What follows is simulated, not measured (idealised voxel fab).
Documented hereafter: the process module known as voxel spacer lines.
Section shown: cut. Width: 265 nm. Cell size: 5 nm, square.
Format of a cross-section: grid, square cells. Given as bands. Order: top down. Band: one or more rows of cells.
Heads up on the band format: heights come first, top then bottom, in nm. After that it's the materials left to right, each with its width in nm. A single material flagged "all across" fills the whole band edge to edge, and "air" means there's empty space there.
Heads up on the height convention: 0 is the point under which the incoming wafer is all one material, and the lowest band has no bottom, it just keeps going down, like "from 0 down".
The width entry "30->40" should be interpreted row by row: the top row of cells in the band takes the first number, the bottom row takes the second number, and the change between adjacent rows is uniform throughout.
A step reported as "identical to before" is a step in which no cell of the cross-section changed.
"Sealed cavities" means: voids of 8 cells or more that are shut off from the top with no open way through. Written width x height at distance, distance from the left edge, in nm.
Read whatever lies past the settings on a step's line as the simulator's own remark about the step.
Among the settings permitted on a step's line is "overlay nm"; applied to a step with a mask, it specifies the extent to which the mask lay to the right of its planned position, whereas a negative figure signifies a position to the left.
Read the rest as pairs. Take the cross-section before one process step, then the cross-section after it, which shows only down to the lowest band that changed. Under the pair, find the step between them and its settings. Bear in mind that pairs may come from different runs of this module on the same starting wafer: link a pair to the pair above it only where its entry headed "Pre-step condition" says to.
# Pre-step condition
  from 0 down | Si all across
  Sealed cavities: none
# Cross-Section After Step
  from 10 to 0 | Al2O3 all across
  Under the height 0 nothing was changed.
  Sealed cavities: none
The cross-sections above show the structure before and after this step: CONFORMAL_DEP [material Al2O3] [thk nm 10]
Pre-step condition: we pick up right where the pair above leaves off, with its after cross-section.
# Cross-Section After Step
  from 20 to 10 | W all across
  Under the height 10 nothing was changed.
  Sealed cavities: none
The cross-sections above show the structure before and after this step: DIRECTIONAL_DEP [material W] [thk nm 10]
Pre-step condition: we pick up right where the pair above leaves off, with its after cross-section.
# Cross-Section After Step
  from 45 to 20 | polySi all across
  Under the height 20 nothing was changed.
  Sealed cavities: none
The cross-sections above show the structure before and after this step: DIRECTIONAL_DEP [material polySi] [thk nm 25]
Pre-step condition: we pick up right where the pair above leaves off, with its after cross-section.
# Cross-Section After Step
  from 75 to 45 | air: 85  resist: 20  air: 50  resist: 20  air: 90
  Under the height 45 nothing was changed.
  Sealed cavities: none
The cross-sections above show the structure before and after this step: PATTERN [tone cover] [mask id MANDREL] [material resist] [width nm 20] [pitch nm 70] [thk nm 30] [overlay nm 0]
Pre-step condition: we pick up right where the pair above leaves off, with its after cross-section.
# Cross-Section After Step
  from 75 to 45 | air: 85  resist: 20  air: 50  resist: 20  air: 90
  from 45 to 20 | air: 85  polySi: 20  air: 50  polySi: 20  air: 90
  Under the height 20 nothing was changed.
  Sealed cavities: none
The cross-sections above show the structure before and after this step: DIRECTIONAL_ETCH [etch materials polySi] [depth nm 25]
Pre-step condition: we pick up right where the pair above leaves off, with its after cross-section.
# Cross-Section After Step
  from 45 to 20 | air: 85  polySi: 20  air: 50  polySi: 20  air: 90
  Under the height 20 nothing was changed.
  Sealed cavities: none
The cross-sections above show the structure before and after this step: STRIP [etch materials resist]
Pre-step condition: we pick up right where the pair above leaves off, with its after cross-section.
# Cross-Section After Step
  from 60 to 45 | air: 70  SiO2: 50  air: 20  SiO2: 50  air: 75
  from 45 to 35 | air: 70  SiO2: 15  polySi: 20  SiO2: 15  air: 20  SiO2: 15  polySi: 20  SiO2: 15  air: 75
  from 35 to 20 | SiO2: 85  polySi: 20  SiO2: 50  polySi: 20  SiO2: 90
  Under the height 20 nothing was changed.
  Sealed cavities: none
The cross-sections above show the structure before and after this step: CONFORMAL_DEP [material SiO2] [thk nm 15]
Pre-step condition: we pick up right where the pair above leaves off, with its after cross-section.
# Cross-Section After Step
  from 45 to 20 | air: 70  SiO2: 15  polySi: 20  SiO2: 15  air: 20  SiO2: 15  polySi: 20  SiO2: 15  air: 75
  Under the height 20 nothing was changed.
  Sealed cavities: none
The cross-sections above show the structure before and after this step: DIRECTIONAL_ETCH [etch materials SiO2] [depth nm 15]
Pre-step condition: we pick up right where the pair above leaves off, with its after cross-section.
# Cross-Section After Step
  from 45 to 20 | air: 70  SiO2: 15  air: 20  SiO2: 15  air: 20  SiO2: 15  air: 20  SiO2: 15  air: 75
  Under the height 20 nothing was changed.
  Sealed cavities: none
The cross-sections above show the structure before and after this step: STRIP [etch materials polySi]
Pre-step condition: we pick up right where the pair above leaves off, with its after cross-section.
# Cross-Section After Step
  from 45 to 20 | air: 70  SiO2: 15  air: 20  SiO2: 15  air: 20  SiO2: 15  air: 20  SiO2: 15  air: 75
  from 20 to 10 | air: 70  W: 15  air: 20  W: 15  air: 20  W: 15  air: 20  W: 15  air: 75
  Under the height 10 nothing was changed.
  Sealed cavities: none
The cross-sections above show the structure before and after this step: DIRECTIONAL_ETCH [etch materials W] [depth nm 10]
Pre-step condition: we pick up right where the pair above leaves off, with its after cross-section.
# Cross-Section After Step
  from 20 to 10 | air: 70  W: 15  air: 20  W: 15  air: 20  W: 15  air: 20  W: 15  air: 75
  Under the height 10 nothing was changed.
  Sealed cavities: none
The cross-sections above show the structure before and after this step: STRIP [etch materials SiO2]
# Pre-step condition
  from 0 down | Si all across
  Sealed cavities: none
# Cross-Section After Step
  from 10 to 0 | W all across
  Under the height 0 nothing was changed.
  Sealed cavities: none
The cross-sections above show the structure before and after this step: DIRECTIONAL_DEP [material W] [thk nm 10]
Pre-step condition: we pick up right where the pair above leaves off, with its after cross-section.
# Cross-Section After Step
  from 35 to 10 | polySi all across
  Under the height 10 nothing was changed.
  Sealed cavities: none
The cross-sections above show the structure before and after this step: DIRECTIONAL_DEP [material polySi] [thk nm 25]
Pre-step condition: we pick up right where the pair above leaves off, with its after cross-section.
# Cross-Section After Step
  from 65 to 35 | air: 85  resist: 20  air: 50  resist: 20  air: 90
  Under the height 35 nothing was changed.
  Sealed cavities: none
The cross-sections above show the structure before and after this step: PATTERN [tone cover] [mask id MANDREL] [material resist] [width nm 20] [pitch nm 70] [thk nm 30] [overlay nm 0]
Pre-step condition: we pick up right where the pair above leaves off, with its after cross-section.
# Cross-Section After Step
  from 65 to 35 | air: 85  resist: 20  air: 50  resist: 20  air: 90
  from 35 to 10 | air: 85  polySi: 20  air: 50  polySi: 20  air: 90
  Under the height 10 nothing was changed.
  Sealed cavities: none
The cross-sections above show the structure before and after this step: DIRECTIONAL_ETCH [etch materials polySi] [depth nm 25]
Pre-step condition: we pick up right where the pair above leaves off, with its after cross-section.
# Cross-Section After Step
  from 35 to 10 | air: 85  polySi: 20  air: 50  polySi: 20  air: 90
  Under the height 10 nothing was changed.
  Sealed cavities: none
The cross-sections above show the structure before and after this step: STRIP [etch materials resist]
Pre-step condition: we pick up right where the pair above leaves off, with its after cross-section.
# Cross-Section After Step
  from 50 to 35 | air: 70  SiO2: 50  air: 20  SiO2: 50  air: 75
  from 35 to 25 | air: 70  SiO2: 15  polySi: 20  SiO2: 15  air: 20  SiO2: 15  polySi: 20  SiO2: 15  air: 75
  from 25 to 10 | SiO2: 85  polySi: 20  SiO2: 50  polySi: 20  SiO2: 90
  Under the height 10 nothing was changed.
  Sealed cavities: none
The cross-sections above show the structure before and after this step: CONFORMAL_DEP [material SiO2] [thk nm 15]
Pre-step condition: we pick up right where the pair above leaves off, with its after cross-section.
# Cross-Section After Step
  from 35 to 10 | air: 70  SiO2: 15  polySi: 20  SiO2: 15  air: 20  SiO2: 15  polySi: 20  SiO2: 15  air: 75
  Under the height 10 nothing was changed.
  Sealed cavities: none
The cross-sections above show the structure before and after this step: DIRECTIONAL_ETCH [etch materials SiO2] [depth nm 15]
Pre-step condition: we pick up right where the pair above leaves off, with its after cross-section.
# Cross-Section After Step
  from 35 to 10 | air: 70  SiO2: 15  air: 20  SiO2: 15  air: 20  SiO2: 15  air: 20  SiO2: 15  air: 75
  Under the height 10 nothing was changed.
  Sealed cavities: none
The cross-sections above show the structure before and after this step: STRIP [etch materials polySi]
Pre-step condition: we pick up right where the pair above leaves off, with its after cross-section.
# Cross-Section After Step
  from 35 to 10 | air: 70  SiO2: 15  air: 20  SiO2: 15  air: 20  SiO2: 15  air: 20  SiO2: 15  air: 75
  from 10 to 0 | air: 70  W: 15  air: 20  W: 15  air: 20  W: 15  air: 20  W: 15  air: 75
  Under the height 0 nothing was changed.
  Sealed cavities: none
The cross-sections above show the structure before and after this step: DIRECTIONAL_ETCH [etch materials W] [depth nm 10]
Pre-step condition: we pick up right where the pair above leaves off, with its after cross-section.
# Cross-Section After Step
  from 10 to 0 | air: 70  W: 15  air: 20  W: 15  air: 20  W: 15  air: 20  W: 15  air: 75
  Under the height 0 nothing was changed.
  Sealed cavities: none
The cross-sections above show the structure before and after this step: STRIP [etch materials SiO2]
# Pre-step condition
  from 45 to 20 | air: 70  SiO2: 15  polySi: 20  SiO2: 15  air: 20  SiO2: 15  polySi: 20  SiO2: 15  air: 75
  from 20 to 10 | W all across
  from 10 to 0 | Al2O3 all across
  from 0 down | Si all across
  Sealed cavities: none
# Cross-Section After Step
  from 45 to 30 | air: 85  polySi: 20  air: 50  polySi: 20  air: 90
  Under the height 30 nothing was changed.
  Sealed cavities: none
The cross-sections above show the structure before and after this step: DIRECTIONAL_ETCH [etch materials SiO2] [depth nm 15]
Pre-step condition: we pick up right where the pair above leaves off, with its after cross-section.
# Cross-Section After Step
  from 30 to 20 | air: 70  SiO2: 15  air: 20  SiO2: 15  air: 20  SiO2: 15  air: 20  SiO2: 15  air: 75
  Under the height 20 nothing was changed.
  Sealed cavities: none
The cross-sections above show the structure before and after this step: STRIP [etch materials polySi]
Pre-step condition: we pick up right where the pair above leaves off, with its after cross-section.
# Cross-Section After Step
  from 30 to 20 | air: 70  SiO2: 15  air: 20  SiO2: 15  air: 20  SiO2: 15  air: 20  SiO2: 15  air: 75
  from 20 to 10 | air: 70  W: 15  air: 20  W: 15  air: 20  W: 15  air: 20  W: 15  air: 75
  Under the height 10 nothing was changed.
  Sealed cavities: none
The cross-sections above show the structure before and after this step: DIRECTIONAL_ETCH [etch materials W] [depth nm 10]
Pre-step condition: we pick up right where the pair above leaves off, with its after cross-section.
# Cross-Section After Step
  from 20 to 10 | air: 70  W: 15  air: 20  W: 15  air: 20  W: 15  air: 20  W: 15  air: 75
  Under the height 10 nothing was changed.
  Sealed cavities: none
The cross-sections above show the structure before and after this step: STRIP [etch materials SiO2]
# Pre-step condition
  from 10 to 0 | W all across
  from 0 down | Si all across
  Sealed cavities: none
# Cross-Section After Step
  from 20 to 10 | Al2O3 all across
  Under the height 10 nothing was changed.
  Sealed cavities: none
The cross-sections above show the structure before and after this step: CONFORMAL_DEP [material Al2O3] [thk nm 10]
Pre-step condition: we pick up right where the pair above leaves off, with its after cross-section.
# Cross-Section After Step
  from 45 to 20 | polySi all across
  Under the height 20 nothing was changed.
  Sealed cavities: none
The cross-sections above show the structure before and after this step: DIRECTIONAL_DEP [material polySi] [thk nm 25]
Pre-step condition: we pick up right where the pair above leaves off, with its after cross-section.
# Cross-Section After Step
  from 75 to 45 | air: 85  resist: 20  air: 50  resist: 20  air: 90
  Under the height 45 nothing was changed.
  Sealed cavities: none
The cross-sections above show the structure before and after this step: PATTERN [tone cover] [mask id MANDREL] [material resist] [width nm 20] [pitch nm 70] [thk nm 30] [overlay nm 0]
Pre-step condition: we pick up right where the pair above leaves off, with its after cross-section.
# Cross-Section After Step
  from 75 to 45 | air: 85  resist: 20  air: 50  resist: 20  air: 90
  from 45 to 20 | air: 85  polySi: 20  air: 50  polySi: 20  air: 90
  Under the height 20 nothing was changed.
  Sealed cavities: none
The cross-sections above show the structure before and after this step: DIRECTIONAL_ETCH [etch materials polySi] [depth nm 25]
Pre-step condition: we pick up right where the pair above leaves off, with its after cross-section.
# Cross-Section After Step
  from 45 to 20 | air: 85  polySi: 20  air: 50  polySi: 20  air: 90
  Under the height 20 nothing was changed.
  Sealed cavities: none
The cross-sections above show the structure before and after this step: STRIP [etch materials resist]
Pre-step condition: we pick up right where the pair above leaves off, with its after cross-section.
# Cross-Section After Step
  from 60 to 45 | air: 70  SiO2: 50  air: 20  SiO2: 50  air: 75
  from 45 to 35 | air: 70  SiO2: 15  polySi: 20  SiO2: 15  air: 20  SiO2: 15  polySi: 20  SiO2: 15  air: 75
  from 35 to 20 | SiO2: 85  polySi: 20  SiO2: 50  polySi: 20  SiO2: 90
  Under the height 20 nothing was changed.
  Sealed cavities: none
The cross-sections above show the structure before and after this step: CONFORMAL_DEP [material SiO2] [thk nm 15]
Pre-step condition: we pick up right where the pair above leaves off, with its after cross-section.
# Cross-Section After Step
  from 45 to 20 | air: 70  SiO2: 15  polySi: 20  SiO2: 15  air: 20  SiO2: 15  polySi: 20  SiO2: 15  air: 75
  Under the height 20 nothing was changed.
  Sealed cavities: none
The cross-sections above show the structure before and after this step: DIRECTIONAL_ETCH [etch materials SiO2] [depth nm 15]
Pre-step condition: we pick up right where the pair above leaves off, with its after cross-section.
# Cross-Section After Step
  from 45 to 20 | air: 70  SiO2: 15  air: 20  SiO2: 15  air: 20  SiO2: 15  air: 20  SiO2: 15  air: 75
  Under the height 20 nothing was changed.
  Sealed cavities: none
The cross-sections above show the structure before and after this step: STRIP [etch materials polySi]
Pre-step condition: we pick up right where the pair above leaves off, with its after cross-section.
# Cross-Section After Step
  from 20 to 10 | Al2O3 all across
  Under the height 10 nothing was changed.
  Sealed cavities: none
The cross-sections above show the structure before and after this step: STRIP [etch materials SiO2]
# Pre-step condition
  from 0 down | Si all across
  Sealed cavities: none
# Cross-Section After Step
  from 15 to 0 | Al2O3 all across
  Under the height 0 nothing was changed.
  Sealed cavities: none
The cross-sections above show the structure before and after this step: CONFORMAL_DEP [material Al2O3] [thk nm 15]
Pre-step condition: we pick up right where the pair above leaves off, with its after cross-section.
# Cross-Section After Step
  from 25 to 15 | W all across
  Under the height 15 nothing was changed.
  Sealed cavities: none
The cross-sections above show the structure before and after this step: DIRECTIONAL_DEP [material W] [thk nm 10]
Pre-step condition: we pick up right where the pair above leaves off, with its after cross-section.
# Cross-Section After Step
  from 50 to 25 | polySi all across
  Under the height 25 nothing was changed.
  Sealed cavities: none
The cross-sections above show the structure before and after this step: DIRECTIONAL_DEP [material polySi] [thk nm 25]
Pre-step condition: we pick up right where the pair above leaves off, with its after cross-section.
# Cross-Section After Step
  from 80 to 50 | air: 85  resist: 20  air: 50  resist: 20  air: 90
  Under the height 50 nothing was changed.
  Sealed cavities: none
The cross-sections above show the structure before and after this step: PATTERN [tone cover] [mask id MANDREL] [material resist] [width nm 20] [pitch nm 70] [thk nm 30] [overlay nm 0]
Pre-step condition: we pick up right where the pair above leaves off, with its after cross-section.
# Cross-Section After Step
  from 80 to 50 | air: 85  resist: 20  air: 50  resist: 20  air: 90
  from 50 to 25 | air: 85  polySi: 20  air: 50  polySi: 20  air: 90
  Under the height 25 nothing was changed.
  Sealed cavities: none
The cross-sections above show the structure before and after this step: DIRECTIONAL_ETCH [etch materials polySi] [depth nm 25]
Pre-step condition: we pick up right where the pair above leaves off, with its after cross-section.
# Cross-Section After Step
  from 50 to 25 | air: 85  polySi: 20  air: 50  polySi: 20  air: 90
  Under the height 25 nothing was changed.
  Sealed cavities: none
The cross-sections above show the structure before and after this step: STRIP [etch materials resist]
Pre-step condition: we pick up right where the pair above leaves off, with its after cross-section.
# Cross-Section After Step
  from 65 to 50 | air: 70  SiO2: 50  air: 20  SiO2: 50  air: 75
  from 50 to 40 | air: 70  SiO2: 15  polySi: 20  SiO2: 15  air: 20  SiO2: 15  polySi: 20  SiO2: 15  air: 75
  from 40 to 25 | SiO2: 85  polySi: 20  SiO2: 50  polySi: 20  SiO2: 90
  Under the height 25 nothing was changed.
  Sealed cavities: none
The cross-sections above show the structure before and after this step: CONFORMAL_DEP [material SiO2] [thk nm 15]
Pre-step condition: we pick up right where the pair above leaves off, with its after cross-section.
# Cross-Section After Step
  from 50 to 25 | air: 70  SiO2: 15  polySi: 20  SiO2: 15  air: 20  SiO2: 15  polySi: 20  SiO2: 15  air: 75
  Under the height 25 nothing was changed.
  Sealed cavities: none
The cross-sections above show the structure before and after this step: DIRECTIONAL_ETCH [etch materials SiO2] [depth nm 15]
Pre-step condition: we pick up right where the pair above leaves off, with its after cross-section.
# Cross-Section After Step
  from 50 to 25 | air: 70  SiO2: 15  air: 20  SiO2: 15  air: 20  SiO2: 15  air: 20  SiO2: 15  air: 75
  Under the height 25 nothing was changed.
  Sealed cavities: none
The cross-sections above show the structure before and after this step: STRIP [etch materials polySi]
Pre-step condition: we pick up right where the pair above leaves off, with its after cross-section.
# Cross-Section After Step
  from 50 to 25 | air: 70  SiO2: 15  air: 20  SiO2: 15  air: 20  SiO2: 15  air: 20  SiO2: 15  air: 75
  from 25 to 15 | air: 70  W: 15  air: 20  W: 15  air: 20  W: 15  air: 20  W: 15  air: 75
  Under the height 15 nothing was changed.
  Sealed cavities: none
The cross-sections above show the structure before and after this step: DIRECTIONAL_ETCH [etch materials W] [depth nm 10]
Pre-step condition: we pick up right where the pair above leaves off, with its after cross-section.
# Cross-Section After Step
  from 25 to 15 | air: 70  W: 15  air: 20  W: 15  air: 20  W: 15  air: 20  W: 15  air: 75
  Under the height 15 nothing was changed.
  Sealed cavities: none
The cross-sections above show the structure before and after this step: STRIP [etch materials SiO2]
# Pre-step condition
  from 45 to 20 | polySi all across
  from 20 to 10 | W all across
  from 10 to 0 | Al2O3 all across
  from 0 down | Si all across
  Sealed cavities: none
# Cross-Section After Step
  from 75 to 45 | air: 80  resist: 30  air: 40  resist: 30  air: 85
  Under the height 45 nothing was changed.
  Sealed cavities: none
The cross-sections above show the structure before and after this step: PATTERN [tone cover] [mask id MANDREL] [material resist] [width nm 30] [pitch nm 70] [thk nm 30] [overlay nm 0]
Pre-step condition: we pick up right where the pair above leaves off, with its after cross-section.
# Cross-Section After Step
  from 75 to 45 | air: 80  resist: 30  air: 40  resist: 30  air: 85
  from 45 to 20 | air: 80  polySi: 30  air: 40  polySi: 30  air: 85
  Under the height 20 nothing was changed.
  Sealed cavities: none
The cross-sections above show the structure before and after this step: DIRECTIONAL_ETCH [etch materials polySi] [depth nm 25]
Pre-step condition: we pick up right where the pair above leaves off, with its after cross-section.
# Cross-Section After Step
  from 45 to 20 | air: 80  polySi: 30  air: 40  polySi: 30  air: 85
  Under the height 20 nothing was changed.
  Sealed cavities: none
The cross-sections above show the structure before and after this step: STRIP [etch materials resist]
Pre-step condition: we pick up right where the pair above leaves off, with its after cross-section.
# Cross-Section After Step
  from 60 to 45 | air: 65  SiO2: 60  air: 10  SiO2: 60  air: 70
  from 45 to 35 | air: 65  SiO2: 15  polySi: 30  SiO2: 15  air: 10  SiO2: 15  polySi: 30  SiO2: 15  air: 70
  from 35 to 20 | SiO2: 80  polySi: 30  SiO2: 40  polySi: 30  SiO2: 85
  Under the height 20 nothing was changed.
  Sealed cavities: none
The cross-sections above show the structure before and after this step: CONFORMAL_DEP [material SiO2] [thk nm 15]
Pre-step condition: we pick up right where the pair above leaves off, with its after cross-section.
# Cross-Section After Step
  from 45 to 20 | air: 65  SiO2: 15  polySi: 30  SiO2: 15  air: 10  SiO2: 15  polySi: 30  SiO2: 15  air: 70
  Under the height 20 nothing was changed.
  Sealed cavities: none
The cross-sections above show the structure before and after this step: DIRECTIONAL_ETCH [etch materials SiO2] [depth nm 15]
Pre-step condition: we pick up right where the pair above leaves off, with its after cross-section.
# Cross-Section After Step
  from 45 to 20 | air: 65  SiO2: 15  air: 30  SiO2: 15  air: 10  SiO2: 15  air: 30  SiO2: 15  air: 70
  Under the height 20 nothing was changed.
  Sealed cavities: none
The cross-sections above show the structure before and after this step: STRIP [etch materials polySi]
Pre-step condition: we pick up right where the pair above leaves off, with its after cross-section.
# Cross-Section After Step
  from 45 to 20 | air: 65  SiO2: 15  air: 30  SiO2: 15  air: 10  SiO2: 15  air: 30  SiO2: 15  air: 70
  from 20 to 10 | air: 65  W: 15  air: 30  W: 15  air: 10  W: 15  air: 30  W: 15  air: 70
  Under the height 10 nothing was changed.
  Sealed cavities: none
The cross-sections above show the structure before and after this step: DIRECTIONAL_ETCH [etch materials W] [depth nm 10]
Pre-step condition: we pick up right where the pair above leaves off, with its after cross-section.
# Cross-Section After Step
  from 20 to 10 | air: 65  W: 15  air: 30  W: 15  air: 10  W: 15  air: 30  W: 15  air: 70
  Under the height 10 nothing was changed.
  Sealed cavities: none
The cross-sections above show the structure before and after this step: STRIP [etch materials SiO2]
# Pre-step condition
  from 45 to 20 | polySi all across
  from 20 to 10 | W all across
  from 10 to 0 | Al2O3 all across
  from 0 down | Si all across
  Sealed cavities: none
# Cross-Section After Step
  from 75 to 45 | air: 80  resist: 20  air: 50  resist: 20  air: 95
  Under the height 45 nothing was changed.
  Sealed cavities: none
The cross-sections above show the structure before and after this step: PATTERN [tone cover] [mask id MANDREL] [material resist] [width nm 20] [pitch nm 70] [thk nm 30] [overlay nm -5]
Pre-step condition: we pick up right where the pair above leaves off, with its after cross-section.
# Cross-Section After Step
  from 75 to 45 | air: 80  resist: 20  air: 50  resist: 20  air: 95
  from 45 to 20 | air: 80  polySi: 20  air: 50  polySi: 20  air: 95
  Under the height 20 nothing was changed.
  Sealed cavities: none
The cross-sections above show the structure before and after this step: DIRECTIONAL_ETCH [etch materials polySi] [depth nm 25]
Pre-step condition: we pick up right where the pair above leaves off, with its after cross-section.
# Cross-Section After Step
  from 45 to 20 | air: 80  polySi: 20  air: 50  polySi: 20  air: 95
  Under the height 20 nothing was changed.
  Sealed cavities: none
The cross-sections above show the structure before and after this step: STRIP [etch materials resist]
Pre-step condition: we pick up right where the pair above leaves off, with its after cross-section.
# Cross-Section After Step
  from 60 to 45 | air: 65  SiO2: 50  air: 20  SiO2: 50  air: 80
  from 45 to 35 | air: 65  SiO2: 15  polySi: 20  SiO2: 15  air: 20  SiO2: 15  polySi: 20  SiO2: 15  air: 80
  from 35 to 20 | SiO2: 80  polySi: 20  SiO2: 50  polySi: 20  SiO2: 95
  Under the height 20 nothing was changed.
  Sealed cavities: none
The cross-sections above show the structure before and after this step: CONFORMAL_DEP [material SiO2] [thk nm 15]
Pre-step condition: we pick up right where the pair above leaves off, with its after cross-section.
# Cross-Section After Step
  from 45 to 20 | air: 65  SiO2: 15  polySi: 20  SiO2: 15  air: 20  SiO2: 15  polySi: 20  SiO2: 15  air: 80
  Under the height 20 nothing was changed.
  Sealed cavities: none
The cross-sections above show the structure before and after this step: DIRECTIONAL_ETCH [etch materials SiO2] [depth nm 15]
Pre-step condition: we pick up right where the pair above leaves off, with its after cross-section.
# Cross-Section After Step
  from 45 to 20 | air: 65  SiO2: 15  air: 20  SiO2: 15  air: 20  SiO2: 15  air: 20  SiO2: 15  air: 80
  Under the height 20 nothing was changed.
  Sealed cavities: none
The cross-sections above show the structure before and after this step: STRIP [etch materials polySi]
Pre-step condition: we pick up right where the pair above leaves off, with its after cross-section.
# Cross-Section After Step
  from 45 to 20 | air: 65  SiO2: 15  air: 20  SiO2: 15  air: 20  SiO2: 15  air: 20  SiO2: 15  air: 80
  from 20 to 10 | air: 65  W: 15  air: 20  W: 15  air: 20  W: 15  air: 20  W: 15  air: 80
  Under the height 10 nothing was changed.
  Sealed cavities: none
The cross-sections above show the structure before and after this step: DIRECTIONAL_ETCH [etch materials W] [depth nm 10]
Pre-step condition: we pick up right where the pair above leaves off, with its after cross-section.
# Cross-Section After Step
  from 20 to 10 | air: 65  W: 15  air: 20  W: 15  air: 20  W: 15  air: 20  W: 15  air: 80
  Under the height 10 nothing was changed.
  Sealed cavities: none
The cross-sections above show the structure before and after this step: STRIP [etch materials SiO2]
# Pre-step condition
  from 45 to 20 | air: 85  polySi: 20  air: 50  polySi: 20  air: 90
  from 20 to 10 | W all across
  from 10 to 0 | Al2O3 all across
  from 0 down | Si all across
  Sealed cavities: none
# Cross-Section After Step
  from 60 to 45 | air: 70  W: 50  air: 20  W: 50  air: 75
  from 45 to 35 | air: 70  W: 15  polySi: 20  W: 15  air: 20  W: 15  polySi: 20  W: 15  air: 75
  from 35 to 20 | W: 85  polySi: 20  W: 50  polySi: 20  W: 90
  Under the height 20 nothing was changed.
  Sealed cavities: none
The cross-sections above show the structure before and after this step: CONFORMAL_DEP [material W] [thk nm 15]
Pre-step condition: we pick up right where the pair above leaves off, with its after cross-section.
# Cross-Section After Step
  from 50 to 45 | air: 70  W: 50  air: 20  W: 50  air: 75
  from 45 to 25 | air: 70  W: 15  polySi: 20  W: 15  air: 20  W: 15  polySi: 20  W: 15  air: 75
  Under the height 25 nothing was changed.
  Sealed cavities: none
The cross-sections above show the structure before and after this step: DIRECTIONAL_ETCH [etch materials W] [depth nm 10]
# Pre-step condition
  from 45 to 20 | polySi all across
  from 20 to 10 | W all across
  from 10 to 0 | Al2O3 all across
  from 0 down | Si all across
  Sealed cavities: none
# Cross-Section After Step
  from 75 to 45 | resist: 85  air: 20  resist: 50  air: 20  resist: 90
  Under the height 45 nothing was changed.
  Sealed cavities: none
The cross-sections above show the structure before and after this step: PATTERN [tone open] [mask id MANDREL] [material resist] [width nm 20] [pitch nm 70] [thk nm 30] [overlay nm 0]
Pre-step condition: we pick up right where the pair above leaves off, with its after cross-section.
# Cross-Section After Step
  from 75 to 45 | resist: 85  air: 20  resist: 50  air: 20  resist: 90
  from 45 to 20 | polySi: 85  air: 20  polySi: 50  air: 20  polySi: 90
  Under the height 20 nothing was changed.
  Sealed cavities: none
The cross-sections above show the structure before and after this step: DIRECTIONAL_ETCH [etch materials polySi] [depth nm 25]
Pre-step condition: we pick up right where the pair above leaves off, with its after cross-section.
# Cross-Section After Step
  from 45 to 20 | polySi: 85  air: 20  polySi: 50  air: 20  polySi: 90
  Under the height 20 nothing was changed.
  Sealed cavities: none
The cross-sections above show the structure before and after this step: STRIP [etch materials resist]
Pre-step condition: we pick up right where the pair above leaves off, with its after cross-section.
# Cross-Section After Step
  from 60 to 45 | SiO2 all across
  from 45 to 20 | polySi: 85  SiO2: 20  polySi: 50  SiO2: 20  polySi: 90
  Under the height 20 nothing was changed.
  Sealed cavities: none
The cross-sections above show the structure before and after this step: CONFORMAL_DEP [material SiO2] [thk nm 15]
Pre-step condition: we pick up right where the pair above leaves off, with its after cross-section.
# Cross-Section After Step
  from 45 to 20 | polySi: 85  SiO2: 20  polySi: 50  SiO2: 20  polySi: 90
  Under the height 20 nothing was changed.
  Sealed cavities: none
The cross-sections above show the structure before and after this step: DIRECTIONAL_ETCH [etch materials SiO2] [depth nm 15]
Pre-step condition: we pick up right where the pair above leaves off, with its after cross-section.
# Cross-Section After Step
  from 45 to 20 | air: 85  SiO2: 20  air: 50  SiO2: 20  air: 90
  Under the height 20 nothing was changed.
  Sealed cavities: none
The cross-sections above show the structure before and after this step: STRIP [etch materials polySi]
Pre-step condition: we pick up right where the pair above leaves off, with its after cross-section.
# Cross-Section After Step
  from 45 to 20 | air: 85  SiO2: 20  air: 50  SiO2: 20  air: 90
  from 20 to 10 | air: 85  W: 20  air: 50  W: 20  air: 90
  Under the height 10 nothing was changed.
  Sealed cavities: none
The cross-sections above show the structure before and after this step: DIRECTIONAL_ETCH [etch materials W] [depth nm 10]
Pre-step condition: we pick up right where the pair above leaves off, with its after cross-section.
# Cross-Section After Step
  from 20 to 10 | air: 85  W: 20  air: 50  W: 20  air: 90
  Under the height 10 nothing was changed.
  Sealed cavities: none
The cross-sections above show the structure before and after this step: STRIP [etch materials SiO2]
